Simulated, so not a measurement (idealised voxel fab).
voxel capacitor over wiring: a process module
FYI the section here is cut, 150 nm wide, cells are 5 nm squares.
The cross-sections in this document take the form of a grid made of square cells. They are written out as bands, in order from top to bottom. Each band consists of one or more rows of cells. Per band: top height and bottom height in nm, followed by the left-to-right materials and their widths in nm; "everywhere" marks a single material spanning edge to edge, "empty" marks empty space. Zero point of the height axis is 0; under it, received wafer = one material. Lowest band: continues down indefinitely, "z 0 and below". The two numbers in a width such as "30->40" mark its ends across the band: the first belongs to the top row of cells, the second to the bottom row, and from each row to the next the width moves by the same amount. "no alteration" for a step: no cell of the cross-section changed in that step. The list in "Entrapped void list" covers empty spaces of 8 cells or more that cannot reach the top through any open way, and it gives each as width x height at distance; the distance is from the left edge, and width, height and distance are in nm. Whatever follows a step's settings on its line is a remark the simulator itself makes about that step. What "overlay nm" on a step's line means: if the step has a mask, that mask lay this far to the right of its planned place, or, when the value is negative, to the left.

Steps planned for the process:
1. RECEIVE with material Si
2. CONFORMAL_DEP with material SiO2, thk nm 15
3. CONFORMAL_DEP with material SiCN, thk nm 5
4. DIRECTIONAL_DEP with material SiO2, thk nm 25
5. PATTERN with tone open, mask id METAL_1, material resist, width nm 20, pitch nm 90, thk nm 15, overlay nm 0
6. DIRECTIONAL_ETCH with etch materials SiO2, depth nm 25
7. DIRECTIONAL_ETCH with etch materials SiCN, depth nm 5
8. STRIP with etch materials resist
9. CONFORMAL_DEP with material TiN, thk nm 5
10. FILL_DEP with material W, thk nm 10
11. CMP with height nm 45
12. CONFORMAL_DEP with material SiCN, thk nm 5
13. DIRECTIONAL_DEP with material lowk, thk nm 10
14. MASKED_ETCH with tone open, mask id PLUG_1, width nm 15, etch materials lowk, depth nm 10, overlay nm 0
15. MASKED_ETCH with tone open, mask id PLUG_1, width nm 15, etch materials SiCN, depth nm 5, overlay nm 0
16. EPI with material Ru, thk nm 10
17. EPI with material Ru, thk nm 5
18. DIRECTIONAL_DEP with material TiN, thk nm 10
19. DIRECTIONAL_DEP with material HfO2, thk nm 5
20. DIRECTIONAL_DEP with material TiN, thk nm 10
21. MASKED_ETCH with tone cover, mask id UPPER_PLATE, width nm 75, etch materials TiN, depth nm 10, overlay nm 0
22. MASKED_ETCH with tone cover, mask id UPPER_PLATE, width nm 75, etch materials HfO2, depth nm 5, overlay nm 0
23. DIRECTIONAL_DEP with material aC, thk nm 15
24. PATTERN with tone cover, mask id LOWER_PLATE, material resist, width nm 85, thk nm 35, overlay nm 0
25. DIRECTIONAL_ETCH with etch materials aC, depth nm 15
26. STRIP with etch materials resist
27. DIRECTIONAL_ETCH with etch materials TiN, depth nm 10
28. STRIP with etch materials aC
29. FILL_DEP with material SiO2, thk nm 20
30. CMP with height nm 100
31. MASKED_ETCH with tone open, mask id PLUG_2, width nm 15, etch materials SiO2, depth nm 15, overlay nm 0
32. CONFORMAL_DEP with material TiN, thk nm 5
33. FILL_DEP with material Cu, thk nm 5
34. CMP with height nm 100
35. CONFORMAL_DEP with material SiCN, thk nm 5

Cross-section, incoming material, after step 1:
	z 0 and below | Si everywhere
	Entrapped void list: none

Result of the module, cross-sectioned: start per above, plan per above, one error in how it was run:
	z 105 to 100 | SiCN everywhere
	z 100 to 90 | 35 SiO2, 5 TiN, 5 Cu, 5 TiN, 100 SiO2
	z 90 to 85 | 35 SiO2, 15 TiN, 100 SiO2
	z 85 to 75 | 25 SiO2, 75 TiN, 50 SiO2
	z 75 to 70 | 25 SiO2, 75 HfO2, 50 SiO2
	z 70 to 60 | 20 SiO2, 85 TiN, 45 SiO2
	z 60 to 50 | 15 lowk, 15 Ru, 120 lowk
	z 50 to 45 | 25 SiCN, 5 Ru, 120 SiCN
	z 45 to 20 | 20 SiO2, 5 TiN, 10 W, 5 TiN, 70 SiO2, 5 TiN, 10 W, 5 TiN, 20 SiO2
	z 20 to 15 | 20 SiCN, 20 TiN, 70 SiCN, 20 TiN, 20 SiCN
	z 15 to 0 | SiO2 everywhere
	z 0 and below | Si everywhere
	Entrapped void list: none
Diagnosis: in deviation from the planned setting, step 14 was conducted as MASKED_ETCH with tone open, mask id PLUG_1, width nm 15, etch materials lowk, depth nm 10, overlay nm -10
